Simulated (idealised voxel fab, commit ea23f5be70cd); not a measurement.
process module | voxel transistor to metal
cross-section cut | 200 nm wide | cells 5 nm
A cross-section is a grid of square cells, given in bands from the top down. A band is one or more rows of cells.
Each band's line starts with the height of the band's top and of its bottom, in nm. Then come its materials from left to right, each with its width in nm. One material with "throughout" fills the band from edge to edge. "air" is empty space.
Height 0 is the level under which the wafer as received is all one material. The lowest band goes on downwards, as in "0 down".
A width such as "30 to 40" changes by the same amount from each row of cells to the next, from the band's top row to its bottom row.
"no change" after a step means that no cell of the cross-section changed.
closed voids: empty space of 8 cells or more with no open way to the top, each as width x height at its distance from the left edge, in nm
after a step's settings: what the simulator itself notes on the step
overlay nm, on a step with a mask: how far to the right of its planned place the mask lay; to the left if negative
plan
1 op RECEIVE | material Si
2 op CONFORMAL_DEP | material SiO2 | thk nm 5
3 op CONFORMAL_DEP | material SiN | thk nm 15
4 op MASKED_ETCH | tone cover | mask id ACTIVE | width nm 85 | etch materials SiN | depth nm 15 | overlay nm 0
5 op MASKED_ETCH | tone cover | mask id ACTIVE | width nm 85 | etch materials SiO2 | depth nm 5 | overlay nm 0
6 op MASKED_ETCH | tone cover | mask id ACTIVE | width nm 85 | etch materials Si | depth nm 25 | overlay nm 0
7 op OXIDIZE | depth nm 5
8 op FILL_DEP | material SiO2 | thk nm 15
9 op CMP | height nm 20
10 op SELECTIVE_ETCH | etch materials SiO2 | depth nm 10
11 op STRIP | etch materials SiN
12 op SELECTIVE_ETCH | etch materials SiO2 | depth nm 5
13 op OXIDIZE | depth nm 5
14 op DIRECTIONAL_DEP | material polySi | thk nm 30
15 op DIRECTIONAL_DEP | material SiCN | thk nm 15
16 op DIRECTIONAL_DEP | material aC | thk nm 10
17 op PATTERN | tone cover | mask id GATE | material resist | width nm 15 | thk nm 25 | overlay nm 0
18 op DIRECTIONAL_ETCH | etch materials aC | depth nm 10
19 op STRIP | etch materials resist
20 op DIRECTIONAL_ETCH | etch materials SiCN | depth nm 25
21 op DIRECTIONAL_ETCH | etch materials polySi | depth nm 40
22 op STRIP | etch materials aC
23 op CONFORMAL_DEP | material SiO2 | thk nm 5
24 op DIRECTIONAL_ETCH | etch materials SiO2 | depth nm 5
25 op CONFORMAL_DEP | material SiN | thk nm 10
26 op DIRECTIONAL_ETCH | etch materials SiN | depth nm 10
27 op DIRECTIONAL_ETCH | etch materials SiO2 | depth nm 5
28 op DIRECTIONAL_ETCH | etch materials Si | depth nm 15
29 op EPI | material nSi | thk nm 15
30 op FILL_DEP | material SiO2 | thk nm 5
31 op CMP | height nm 45
32 op DIRECTIONAL_DEP | material SiO2 | thk nm 10
33 op DIRECTIONAL_DEP | material aC | thk nm 10
34 op PATTERN | tone open | mask id CONTACT | material resist | width nm 15 | pitch nm 60 | thk nm 30 | overlay nm 0
35 op DIRECTIONAL_ETCH | etch materials aC | depth nm 10
36 op STRIP | etch materials resist
37 op DIRECTIONAL_ETCH | etch materials SiO2 | depth nm 45
38 op STRIP | etch materials aC
39 op CONFORMAL_DEP | material TiN | thk nm 5
40 op FILL_DEP | material W | thk nm 10
41 op CMP | height nm 55
42 op CONFORMAL_DEP | material SiCN | thk nm 5
43 op DIRECTIONAL_DEP | material SiO2 | thk nm 15
44 op PATTERN | tone open | mask id METAL_1 | material resist | width nm 15 | pitch nm 60 | thk nm 15 | overlay nm 0
45 op DIRECTIONAL_ETCH | etch materials SiO2 | depth nm 15
46 op DIRECTIONAL_ETCH | etch materials SiCN | depth nm 5
47 op STRIP | etch materials resist
48 op CONFORMAL_DEP | material TiN | thk nm 5
49 op FILL_DEP | material W | thk nm 10
50 op CMP | height nm 75
51 op CONFORMAL_DEP | material SiCN | thk nm 5
52 op DIRECTIONAL_DEP | material SiO2 | thk nm 25
53 op PATTERN | tone open | mask id METAL_2 | material resist | width nm 15 | pitch nm 60 | thk nm 20 | overlay nm 0
54 op DIRECTIONAL_ETCH | etch materials SiO2 | depth nm 15
55 op STRIP | etch materials resist
56 op PATTERN | tone open | mask id METAL_2_HOLES | material resist | width nm 15 | pitch nm 60 | thk nm 20 | overlay nm 0
57 op DIRECTIONAL_ETCH | etch materials SiO2 | depth nm 10
58 op DIRECTIONAL_ETCH | etch materials SiCN | depth nm 5
59 op STRIP | etch materials resist
60 op CONFORMAL_DEP | material TiN | thk nm 5
61 op FILL_DEP | material Ru | thk nm 5
62 op CMP | height nm 105
63 op CONFORMAL_DEP | material SiCN | thk nm 5
first wafer, as planned
as received, after step 1
  0 down: Si throughout
  closed voids: none
after step 2
  5 to 0: SiO2 throughout
  below 0: unchanged
after step 3
  20 to 5: SiN throughout
  below 5: unchanged
after step 4
  20 to 5: air 55 | SiN 85 | air 60
  below 5: unchanged
after step 5
  20 to 5: air 55 | SiN 85 | air 60
  5 to 0: air 55 | SiO2 85 | air 60
  below 0: unchanged
after step 6
  20 to 5: air 55 | SiN 85 | air 60
  5 to 0: air 55 | SiO2 85 | air 60
  0 to -25: air 55 | Si 85 | air 60
  below -25: unchanged
after step 7
  20 to 5: air 55 | SiN 85 | air 60
  5 to 0: air 55 | SiO2 85 | air 60
  0 to -25: air 55 | SiO2 5 | Si 75 | SiO2 5 | air 60
  -25 to -30: SiO2 60 | Si 75 | SiO2 65
  below -30: unchanged
after step 8
  35 to 20: SiO2 throughout
  20 to 5: SiO2 55 | SiN 85 | SiO2 60
  5 to 0: SiO2 throughout
  0 to -30: SiO2 60 | Si 75 | SiO2 65
  below -30: unchanged
after step 9
  20 to 5: SiO2 55 | SiN 85 | SiO2 60
  below 5: unchanged
after step 10
  20 to 10: air 55 | SiN 85 | air 60
  below 10: unchanged
after step 11
  10 to 5: SiO2 55 | air 85 | SiO2 60
  below 5: unchanged
after step 12
  5 to 0: SiO2 50 | air 95 | SiO2 55
  below 0: unchanged
after step 13
  5 to 0: SiO2 50 | air 95 | SiO2 55
  0 to -5: SiO2 throughout
  below -5: unchanged
after step 14
  35 to 30: polySi 50 | air 95 | polySi 55
  30 to 5: polySi throughout
  5 to 0: SiO2 50 | polySi 95 | SiO2 55
  below 0: unchanged
after step 15
  50 to 45: SiCN 50 | air 95 | SiCN 55
  45 to 35: SiCN throughout
  35 to 30: polySi 50 | SiCN 95 | polySi 55
  below 30: unchanged
after step 16
  60 to 55: aC 50 | air 95 | aC 55
  55 to 50: aC throughout
  50 to 45: SiCN 50 | aC 95 | SiCN 55
  below 45: unchanged
after step 17
  85 to 60: air 90 | resist 15 | air 95
  60 to 55: aC 50 | air 40 | resist 15 | air 40 | aC 55
  below 55: unchanged
after step 18
  75 to 55: air 90 | resist 15 | air 95
  55 to 50: air 90 | aC 15 | air 95
  50 to 45: SiCN 50 | air 40 | aC 15 | air 40 | SiCN 55
  below 45: unchanged
after step 19
  55 to 50: air 90 | aC 15 | air 95
  below 50: unchanged
after step 20
  55 to 45: air 90 | aC 15 | air 95
  45 to 35: air 90 | SiCN 15 | air 95
  35 to 30: polySi 50 | air 40 | SiCN 15 | air 40 | polySi 55
  below 30: unchanged
after step 21
  55 to 45: air 90 | aC 15 | air 95
  45 to 30: air 90 | SiCN 15 | air 95
  30 to 5: air 90 | polySi 15 | air 95
  5 to 0: SiO2 50 | air 40 | polySi 15 | air 40 | SiO2 55
  below 0: unchanged
after step 22
  45 to 30: air 90 | SiCN 15 | air 95
  below 30: unchanged
after step 23
  50 to 45: air 85 | SiO2 25 | air 90
  45 to 30: air 85 | SiO2 5 | SiCN 15 | SiO2 5 | air 90
  30 to 10: air 85 | SiO2 5 | polySi 15 | SiO2 5 | air 90
  10 to 5: SiO2 55 | air 30 | SiO2 5 | polySi 15 | SiO2 5 | air 30 | SiO2 60
  5 to 0: SiO2 90 | polySi 15 | SiO2 95
  below 0: unchanged
after step 24
  45 to 30: air 85 | SiO2 5 | SiCN 15 | SiO2 5 | air 90
  30 to 5: air 85 | SiO2 5 | polySi 15 | SiO2 5 | air 90
  5 to 0: SiO2 55 | air 30 | SiO2 5 | polySi 15 | SiO2 5 | air 30 | SiO2 60
  below 0: unchanged
after step 25
  55 to 45: air 75 | SiN 45 | air 80
  45 to 30: air 75 | SiN 10 | SiO2 5 | SiCN 15 | SiO2 5 | SiN 10 | air 80
  30 to 15: air 75 | SiN 10 | SiO2 5 | polySi 15 | SiO2 5 | SiN 10 | air 80
  15 to 10: SiN 65 | air 10 | SiN 10 | SiO2 5 | polySi 15 | SiO2 5 | SiN 10 | air 10 | SiN 70
  10 to 5: SiN 85 | SiO2 5 | polySi 15 | SiO2 5 | SiN 90
  5 to 0: SiO2 55 | SiN 30 | SiO2 5 | polySi 15 | SiO2 5 | SiN 30 | SiO2 60
  below 0: unchanged
after step 26
  45 to 30: air 75 | SiN 10 | SiO2 5 | SiCN 15 | SiO2 5 | SiN 10 | air 80
  30 to 5: air 75 | SiN 10 | SiO2 5 | polySi 15 | SiO2 5 | SiN 10 | air 80
  5 to 0: SiO2 55 | SiN 10 | air 10 | SiN 10 | SiO2 5 | polySi 15 | SiO2 5 | SiN 10 | air 10 | SiN 10 | SiO2 60
  below 0: unchanged
after step 27
  45 to 40: air 75 | SiN 10 | air 5 | SiCN 15 | air 5 | SiN 10 | air 80
  40 to 30: air 75 | SiN 10 | SiO2 5 | SiCN 15 | SiO2 5 | SiN 10 | air 80
  30 to 5: air 75 | SiN 10 | SiO2 5 | polySi 15 | SiO2 5 | SiN 10 | air 80
  5 to 0: air 55 | SiN 10 | air 10 | SiN 10 | SiO2 5 | polySi 15 | SiO2 5 | SiN 10 | air 10 | SiN 10 | air 60
  0 to -5: SiO2 65 | air 10 | SiO2 45 | air 10 | SiO2 70
  below -5: unchanged
after step 28
  45 to 40: air 75 | SiN 10 | air 5 | SiCN 15 | air 5 | SiN 10 | air 80
  40 to 30: air 75 | SiN 10 | SiO2 5 | SiCN 15 | SiO2 5 | SiN 10 | air 80
  30 to 5: air 75 | SiN 10 | SiO2 5 | polySi 15 | SiO2 5 | SiN 10 | air 80
  5 to 0: air 55 | SiN 10 | air 10 | SiN 10 | SiO2 5 | polySi 15 | SiO2 5 | SiN 10 | air 10 | SiN 10 | air 60
  0 to -5: SiO2 65 | air 10 | SiO2 45 | air 10 | SiO2 70
  -5 to -20: SiO2 60 | Si 5 | air 10 | Si 45 | air 10 | Si 5 | SiO2 65
  below -20: unchanged
after step 29
  45 to 40: air 75 | SiN 10 | air 5 | SiCN 15 | air 5 | SiN 10 | air 80
  40 to 30: air 75 | SiN 10 | SiO2 5 | SiCN 15 | SiO2 5 | SiN 10 | air 80
  30 to 10: air 75 | SiN 10 | SiO2 5 | polySi 15 | SiO2 5 | SiN 10 | air 80
  10 to 5: air 60 | nSi 15 | SiN 10 | SiO2 5 | polySi 15 | SiO2 5 | SiN 10 | nSi 15 | air 65
  5 to 0: air 55 | SiN 10 | nSi 10 | SiN 10 | SiO2 5 | polySi 15 | SiO2 5 | SiN 10 | nSi 10 | SiN 10 | air 60
  0 to -5: SiO2 65 | nSi 10 | SiO2 45 | nSi 10 | SiO2 70
  -5 to -20: SiO2 60 | Si 5 | nSi 10 | Si 45 | nSi 10 | Si 5 | SiO2 65
  below -20: unchanged
after step 30
  50 to 45: SiO2 throughout
  45 to 30: SiO2 75 | SiN 10 | SiO2 5 | SiCN 15 | SiO2 5 | SiN 10 | SiO2 80
  30 to 10: SiO2 75 | SiN 10 | SiO2 5 | polySi 15 | SiO2 5 | SiN 10 | SiO2 80
  10 to 5: SiO2 60 | nSi 15 | SiN 10 | SiO2 5 | polySi 15 | SiO2 5 | SiN 10 | nSi 15 | SiO2 65
  5 to 0: SiO2 55 | SiN 10 | nSi 10 | SiN 10 | SiO2 5 | polySi 15 | SiO2 5 | SiN 10 | nSi 10 | SiN 10 | SiO2 60
  below 0: unchanged
after step 31
  45 to 30: SiO2 75 | SiN 10 | SiO2 5 | SiCN 15 | SiO2 5 | SiN 10 | SiO2 80
  below 30: unchanged
after step 32
  55 to 45: SiO2 throughout
  below 45: unchanged
after step 33
  65 to 55: aC throughout
  below 55: unchanged
after step 34
  95 to 65: resist 60 | air 15 | resist 45 | air 15 | resist 65
  below 65: unchanged
after step 35
  85 to 65: resist 60 | air 15 | resist 45 | air 15 | resist 65
  65 to 55: aC 60 | air 15 | aC 45 | air 15 | aC 65
  below 55: unchanged
after step 36
  65 to 55: aC 60 | air 15 | aC 45 | air 15 | aC 65
  below 55: unchanged
after step 37
  65 to 55: aC 60 | air 15 | aC 45 | air 15 | aC 65
  55 to 45: SiO2 60 | air 15 | SiO2 45 | air 15 | SiO2 65
  45 to 30: SiO2 60 | air 15 | SiN 10 | SiO2 5 | SiCN 15 | SiO2 5 | SiN 10 | air 15 | SiO2 65
  30 to 10: SiO2 60 | air 15 | SiN 10 | SiO2 5 | polySi 15 | SiO2 5 | SiN 10 | air 15 | SiO2 65
  below 10: unchanged
after step 38
  55 to 45: SiO2 60 | air 15 | SiO2 45 | air 15 | SiO2 65
  below 45: unchanged
after step 39
  60 to 55: TiN 65 | air 5 | TiN 55 | air 5 | TiN 70
  55 to 45: SiO2 60 | TiN 5 | air 5 | TiN 5 | SiO2 45 | TiN 5 | air 5 | TiN 5 | SiO2 65
  45 to 30: SiO2 60 | TiN 5 | air 5 | TiN 5 | SiN 10 | SiO2 5 | SiCN 15 | SiO2 5 | SiN 10 | TiN 5 | air 5 | TiN 5 | SiO2 65
  30 to 15: SiO2 60 | TiN 5 | air 5 | TiN 5 | SiN 10 | SiO2 5 | polySi 15 | SiO2 5 | SiN 10 | TiN 5 | air 5 | TiN 5 | SiO2 65
  15 to 10: SiO2 60 | TiN 15 | SiN 10 | SiO2 5 | polySi 15 | SiO2 5 | SiN 10 | TiN 15 | SiO2 65
  below 10: unchanged
after step 40
  70 to 60: W throughout
  60 to 55: TiN 65 | W 5 | TiN 55 | W 5 | TiN 70
  55 to 45: SiO2 60 | TiN 5 | W 5 | TiN 5 | SiO2 45 | TiN 5 | W 5 | TiN 5 | SiO2 65
  45 to 30: SiO2 60 | TiN 5 | W 5 | TiN 5 | SiN 10 | SiO2 5 | SiCN 15 | SiO2 5 | SiN 10 | TiN 5 | W 5 | TiN 5 | SiO2 65
  30 to 15: SiO2 60 | TiN 5 | W 5 | TiN 5 | SiN 10 | SiO2 5 | polySi 15 | SiO2 5 | SiN 10 | TiN 5 | W 5 | TiN 5 | SiO2 65
  below 15: unchanged
after step 41
  55 to 45: SiO2 60 | TiN 5 | W 5 | TiN 5 | SiO2 45 | TiN 5 | W 5 | TiN 5 | SiO2 65
  below 45: unchanged
after step 42
  60 to 55: SiCN throughout
  below 55: unchanged
after step 43
  75 to 60: SiO2 throughout
  below 60: unchanged
after step 44
  90 to 75: resist 60 | air 15 | resist 45 | air 15 | resist 65
  below 75: unchanged
after step 45
  90 to 75: resist 60 | air 15 | resist 45 | air 15 | resist 65
  75 to 60: SiO2 60 | air 15 | SiO2 45 | air 15 | SiO2 65
  below 60: unchanged
after step 46
  90 to 75: resist 60 | air 15 | resist 45 | air 15 | resist 65
  75 to 60: SiO2 60 | air 15 | SiO2 45 | air 15 | SiO2 65
  60 to 55: SiCN 60 | air 15 | SiCN 45 | air 15 | SiCN 65
  below 55: unchanged
after step 47
  75 to 60: SiO2 60 | air 15 | SiO2 45 | air 15 | SiO2 65
  below 60: unchanged
after step 48
  80 to 75: TiN 65 | air 5 | TiN 55 | air 5 | TiN 70
  75 to 60: SiO2 60 | TiN 5 | air 5 | TiN 5 | SiO2 45 | TiN 5 | air 5 | TiN 5 | SiO2 65
  60 to 55: SiCN 60 | TiN 15 | SiCN 45 | TiN 15 | SiCN 65
  below 55: unchanged
after step 49
  90 to 80: W throughout
  80 to 75: TiN 65 | W 5 | TiN 55 | W 5 | TiN 70
  75 to 60: SiO2 60 | TiN 5 | W 5 | TiN 5 | SiO2 45 | TiN 5 | W 5 | TiN 5 | SiO2 65
  below 60: unchanged
after step 50
  75 to 60: SiO2 60 | TiN 5 | W 5 | TiN 5 | SiO2 45 | TiN 5 | W 5 | TiN 5 | SiO2 65
  below 60: unchanged
after step 51
  80 to 75: SiCN throughout
  below 75: unchanged
after step 52
  105 to 80: SiO2 throughout
  below 80: unchanged
after step 53
  125 to 105: resist 60 | air 15 | resist 45 | air 15 | resist 65
  below 105: unchanged
after step 54
  125 to 105: resist 60 | air 15 | resist 45 | air 15 | resist 65
  105 to 90: SiO2 60 | air 15 | SiO2 45 | air 15 | SiO2 65
  below 90: unchanged
after step 55
  105 to 90: SiO2 60 | air 15 | SiO2 45 | air 15 | SiO2 65
  below 90: unchanged
after step 56
  125 to 105: resist 60 | air 15 | resist 45 | air 15 | resist 65
  below 105: unchanged
after step 57
  125 to 105: resist 60 | air 15 | resist 45 | air 15 | resist 65
  105 to 80: SiO2 60 | air 15 | SiO2 45 | air 15 | SiO2 65
  below 80: unchanged
after step 58
  125 to 105: resist 60 | air 15 | resist 45 | air 15 | resist 65
  105 to 80: SiO2 60 | air 15 | SiO2 45 | air 15 | SiO2 65
  80 to 75: SiCN 60 | air 15 | SiCN 45 | air 15 | SiCN 65
  below 75: unchanged
after step 59
  105 to 80: SiO2 60 | air 15 | SiO2 45 | air 15 | SiO2 65
  below 80: unchanged
after step 60
  110 to 105: TiN 65 | air 5 | TiN 55 | air 5 | TiN 70
  105 to 80: SiO2 60 | TiN 5 | air 5 | TiN 5 | SiO2 45 | TiN 5 | air 5 | TiN 5 | SiO2 65
  80 to 75: SiCN 60 | TiN 15 | SiCN 45 | TiN 15 | SiCN 65
  below 75: unchanged
after step 61
  115 to 110: Ru throughout
  110 to 105: TiN 65 | Ru 5 | TiN 55 | Ru 5 | TiN 70
  105 to 80: SiO2 60 | TiN 5 | Ru 5 | TiN 5 | SiO2 45 | TiN 5 | Ru 5 | TiN 5 | SiO2 65
  below 80: unchanged
after step 62
  105 to 80: SiO2 60 | TiN 5 | Ru 5 | TiN 5 | SiO2 45 | TiN 5 | Ru 5 | TiN 5 | SiO2 65
  below 80: unchanged
after step 63
  110 to 105: SiCN throughout
  below 105: unchanged
second wafer: like start, like plan, one mistake. Through step 8 it matches the first wafer
when step 9 should have ended: no change
when step 10 should have ended
  25 to 20: SiO2 throughout
  below 20: unchanged
when step 11 should have ended: no change
when step 12 should have ended
  20 to 5: SiO2 55 | SiN 85 | SiO2 60
  below 5: unchanged
when step 13 should have ended: no change
when step 14 should have ended
  50 to 20: polySi throughout
  below 20: unchanged
when step 15 should have ended
  65 to 50: SiCN throughout
  below 50: unchanged
when step 16 should have ended
  75 to 65: aC throughout
  below 65: unchanged
when step 17 should have ended
  100 to 75: air 90 | resist 15 | air 95
  below 75: unchanged
when step 18 should have ended
  90 to 75: air 90 | resist 15 | air 95
  75 to 65: air 90 | aC 15 | air 95
  below 65: unchanged
when step 19 should have ended
  75 to 65: air 90 | aC 15 | air 95
  below 65: unchanged
when step 20 should have ended
  75 to 65: air 90 | aC 15 | air 95
  65 to 50: air 90 | SiCN 15 | air 95
  below 50: unchanged
when step 21 should have ended
  75 to 65: air 90 | aC 15 | air 95
  65 to 50: air 90 | SiCN 15 | air 95
  50 to 20: air 90 | polySi 15 | air 95
  below 20: unchanged
when step 22 should have ended
  65 to 50: air 90 | SiCN 15 | air 95
  below 50: unchanged
when step 23 should have ended
  70 to 65: air 85 | SiO2 25 | air 90
  65 to 50: air 85 | SiO2 5 | SiCN 15 | SiO2 5 | air 90
  50 to 25: air 85 | SiO2 5 | polySi 15 | SiO2 5 | air 90
  25 to 20: SiO2 90 | polySi 15 | SiO2 95
  below 20: unchanged
when step 24 should have ended
  65 to 50: air 85 | SiO2 5 | SiCN 15 | SiO2 5 | air 90
  50 to 20: air 85 | SiO2 5 | polySi 15 | SiO2 5 | air 90
  below 20: unchanged
when step 25 should have ended
  75 to 65: air 75 | SiN 45 | air 80
  65 to 50: air 75 | SiN 10 | SiO2 5 | SiCN 15 | SiO2 5 | SiN 10 | air 80
  50 to 30: air 75 | SiN 10 | SiO2 5 | polySi 15 | SiO2 5 | SiN 10 | air 80
  30 to 20: SiN 85 | SiO2 5 | polySi 15 | SiO2 5 | SiN 90
  below 20: unchanged
when step 26 should have ended
  65 to 50: air 75 | SiN 10 | SiO2 5 | SiCN 15 | SiO2 5 | SiN 10 | air 80
  50 to 20: air 75 | SiN 10 | SiO2 5 | polySi 15 | SiO2 5 | SiN 10 | air 80
  below 20: unchanged
when step 27 should have ended
  65 to 60: air 75 | SiN 10 | air 5 | SiCN 15 | air 5 | SiN 10 | air 80
  60 to 50: air 75 | SiN 10 | SiO2 5 | SiCN 15 | SiO2 5 | SiN 10 | air 80
  50 to 20: air 75 | SiN 10 | SiO2 5 | polySi 15 | SiO2 5 | SiN 10 | air 80
  20 to 15: air 55 | SiN 85 | air 60
  below 15: unchanged
when step 28 should have ended: no change
when step 29 should have ended: no change
when step 30 should have ended
  70 to 65: SiO2 throughout
  65 to 50: SiO2 75 | SiN 10 | SiO2 5 | SiCN 15 | SiO2 5 | SiN 10 | SiO2 80
  50 to 20: SiO2 75 | SiN 10 | SiO2 5 | polySi 15 | SiO2 5 | SiN 10 | SiO2 80
  20 to 5: SiO2 55 | SiN 85 | SiO2 60
  below 5: unchanged
when step 31 should have ended
  45 to 20: SiO2 75 | SiN 10 | SiO2 5 | polySi 15 | SiO2 5 | SiN 10 | SiO2 80
  below 20: unchanged
when step 32 should have ended
  55 to 45: SiO2 throughout
  below 45: unchanged
when step 33 should have ended
  65 to 55: aC throughout
  below 55: unchanged
when step 34 should have ended
  95 to 65: resist 60 | air 15 | resist 45 | air 15 | resist 65
  below 65: unchanged
when step 35 should have ended
  85 to 65: resist 60 | air 15 | resist 45 | air 15 | resist 65
  65 to 55: aC 60 | air 15 | aC 45 | air 15 | aC 65
  below 55: unchanged
when step 36 should have ended
  65 to 55: aC 60 | air 15 | aC 45 | air 15 | aC 65
  below 55: unchanged
when step 37 should have ended
  65 to 55: aC 60 | air 15 | aC 45 | air 15 | aC 65
  55 to 45: SiO2 60 | air 15 | SiO2 45 | air 15 | SiO2 65
  45 to 20: SiO2 60 | air 15 | SiN 10 | SiO2 5 | polySi 15 | SiO2 5 | SiN 10 | air 15 | SiO2 65
  below 20: unchanged
when step 38 should have ended
  55 to 45: SiO2 60 | air 15 | SiO2 45 | air 15 | SiO2 65
  below 45: unchanged
when step 39 should have ended
  60 to 55: TiN 65 | air 5 | TiN 55 | air 5 | TiN 70
  55 to 45: SiO2 60 | TiN 5 | air 5 | TiN 5 | SiO2 45 | TiN 5 | air 5 | TiN 5 | SiO2 65
  45 to 25: SiO2 60 | TiN 5 | air 5 | TiN 5 | SiN 10 | SiO2 5 | polySi 15 | SiO2 5 | SiN 10 | TiN 5 | air 5 | TiN 5 | SiO2 65
  25 to 20: SiO2 60 | TiN 15 | SiN 10 | SiO2 5 | polySi 15 | SiO2 5 | SiN 10 | TiN 15 | SiO2 65
  below 20: unchanged
when step 40 should have ended
  70 to 60: W throughout
  60 to 55: TiN 65 | W 5 | TiN 55 | W 5 | TiN 70
  55 to 45: SiO2 60 | TiN 5 | W 5 | TiN 5 | SiO2 45 | TiN 5 | W 5 | TiN 5 | SiO2 65
  45 to 25: SiO2 60 | TiN 5 | W 5 | TiN 5 | SiN 10 | SiO2 5 | polySi 15 | SiO2 5 | SiN 10 | TiN 5 | W 5 | TiN 5 | SiO2 65
  below 25: unchanged
when step 41 should have ended
  55 to 45: SiO2 60 | TiN 5 | W 5 | TiN 5 | SiO2 45 | TiN 5 | W 5 | TiN 5 | SiO2 65
  below 45: unchanged
when step 42 should have ended
  60 to 55: SiCN throughout
  below 55: unchanged
when step 43 should have ended
  75 to 60: SiO2 throughout
  below 60: unchanged
when step 44 should have ended
  90 to 75: resist 60 | air 15 | resist 45 | air 15 | resist 65
  below 75: unchanged
when step 45 should have ended
  90 to 75: resist 60 | air 15 | resist 45 | air 15 | resist 65
  75 to 60: SiO2 60 | air 15 | SiO2 45 | air 15 | SiO2 65
  below 60: unchanged
when step 46 should have ended
  90 to 75: resist 60 | air 15 | resist 45 | air 15 | resist 65
  75 to 60: SiO2 60 | air 15 | SiO2 45 | air 15 | SiO2 65
  60 to 55: SiCN 60 | air 15 | SiCN 45 | air 15 | SiCN 65
  below 55: unchanged
when step 47 should have ended
  75 to 60: SiO2 60 | air 15 | SiO2 45 | air 15 | SiO2 65
  below 60: unchanged
when step 48 should have ended
  80 to 75: TiN 65 | air 5 | TiN 55 | air 5 | TiN 70
  75 to 60: SiO2 60 | TiN 5 | air 5 | TiN 5 | SiO2 45 | TiN 5 | air 5 | TiN 5 | SiO2 65
  60 to 55: SiCN 60 | TiN 15 | SiCN 45 | TiN 15 | SiCN 65
  below 55: unchanged
when step 49 should have ended
  90 to 80: W throughout
  80 to 75: TiN 65 | W 5 | TiN 55 | W 5 | TiN 70
  75 to 60: SiO2 60 | TiN 5 | W 5 | TiN 5 | SiO2 45 | TiN 5 | W 5 | TiN 5 | SiO2 65
  below 60: unchanged
when step 50 should have ended
  75 to 60: SiO2 60 | TiN 5 | W 5 | TiN 5 | SiO2 45 | TiN 5 | W 5 | TiN 5 | SiO2 65
  below 60: unchanged
when step 51 should have ended
  80 to 75: SiCN throughout
  below 75: unchanged
when step 52 should have ended
  105 to 80: SiO2 throughout
  below 80: unchanged
when step 53 should have ended
  125 to 105: resist 60 | air 15 | resist 45 | air 15 | resist 65
  below 105: unchanged
when step 54 should have ended
  125 to 105: resist 60 | air 15 | resist 45 | air 15 | resist 65
  105 to 90: SiO2 60 | air 15 | SiO2 45 | air 15 | SiO2 65
  below 90: unchanged
when step 55 should have ended
  105 to 90: SiO2 60 | air 15 | SiO2 45 | air 15 | SiO2 65
  below 90: unchanged
when step 56 should have ended
  125 to 105: resist 60 | air 15 | resist 45 | air 15 | resist 65
  below 105: unchanged
when step 57 should have ended
  125 to 105: resist 60 | air 15 | resist 45 | air 15 | resist 65
  105 to 80: SiO2 60 | air 15 | SiO2 45 | air 15 | SiO2 65
  below 80: unchanged
when step 58 should have ended
  125 to 105: resist 60 | air 15 | resist 45 | air 15 | resist 65
  105 to 80: SiO2 60 | air 15 | SiO2 45 | air 15 | SiO2 65
  80 to 75: SiCN 60 | air 15 | SiCN 45 | air 15 | SiCN 65
  below 75: unchanged
when step 59 should have ended
  105 to 80: SiO2 60 | air 15 | SiO2 45 | air 15 | SiO2 65
  below 80: unchanged
when step 60 should have ended
  110 to 105: TiN 65 | air 5 | TiN 55 | air 5 | TiN 70
  105 to 80: SiO2 60 | TiN 5 | air 5 | TiN 5 | SiO2 45 | TiN 5 | air 5 | TiN 5 | SiO2 65
  80 to 75: SiCN 60 | TiN 15 | SiCN 45 | TiN 15 | SiCN 65
  below 75: unchanged
when step 61 should have ended
  115 to 110: Ru throughout
  110 to 105: TiN 65 | Ru 5 | TiN 55 | Ru 5 | TiN 70
  105 to 80: SiO2 60 | TiN 5 | Ru 5 | TiN 5 | SiO2 45 | TiN 5 | Ru 5 | TiN 5 | SiO2 65
  below 80: unchanged
when step 62 should have ended
  105 to 80: SiO2 60 | TiN 5 | Ru 5 | TiN 5 | SiO2 45 | TiN 5 | Ru 5 | TiN 5 | SiO2 65
  below 80: unchanged
when step 63 should have ended
  110 to 105: SiCN throughout
  below 105: unchanged
what went wrong: step 9 was left out
at the end the second wafer has, in cells: 27 more of Si | 9 fewer of SiCN | 31 more of SiN | 8 fewer of SiO2 | 8 fewer of TiN | 4 fewer of W | 26 fewer of nSi | 3 fewer of polySi
